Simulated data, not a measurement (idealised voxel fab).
process module | voxel double patterning
cross-section cut | 260 nm wide | cells 5 nm
A cross-section is a grid of square cells, given in bands from the top down. A band is one or more rows of cells.
Each band's line starts with the height of the band's top and of its bottom, in nm. Then come its materials from left to right, each with its width in nm. One material with "throughout" fills the band from edge to edge. "air" is empty space.
Height 0 is the level under which the wafer as received is all one material. The lowest band goes on downwards, as in "0 down".
A width such as "30 to 40" changes by the same amount from each row of cells to the next, from the band's top row to its bottom row.
"no change" after a step means that no cell of the cross-section changed.
closed voids: empty space of 8 cells or more with no open way to the top, each as width x height at its distance from the left edge, in nm
after a step's settings: what the simulator itself notes on the step
overlay nm, on a step with a mask: how far to the right of its planned place the mask lay; to the left if negative
plan
1 op RECEIVE | material Si
2 op CONFORMAL_DEP | material SiO2 | thk nm 5
3 op DIRECTIONAL_DEP | material polySi | thk nm 20
4 op DIRECTIONAL_DEP | material SiN | thk nm 5
5 op PATTERN | tone open | mask id FIRST | material resist | width nm 15 | pitch nm 50 | thk nm 20 | overlay nm 0
6 op DIRECTIONAL_ETCH | etch materials SiN | depth nm 5
7 op STRIP | etch materials resist
8 op MASKED_ETCH | tone open | mask id SECOND | width nm 15 | pitch nm 50 | etch materials SiN | depth nm 5 | overlay nm 0
9 op DIRECTIONAL_ETCH | etch materials polySi | depth nm 20
10 op STRIP | etch materials SiN
as received, after step 1
  0 down: Si throughout
  closed voids: none
a wafer at the end: this start, this plan, one mistake
  35 to 15: polySi 70 | air 15 | polySi 10 | air 15 | polySi 10 | air 15 | polySi 10 | air 15 | polySi 10 | air 15 | polySi 75
  15 to 5: polySi throughout
  5 to 0: SiO2 throughout
  0 down: Si throughout
  closed voids: none
what went wrong: step 3 ran as: op DIRECTIONAL_DEP | material polySi | thk nm 30
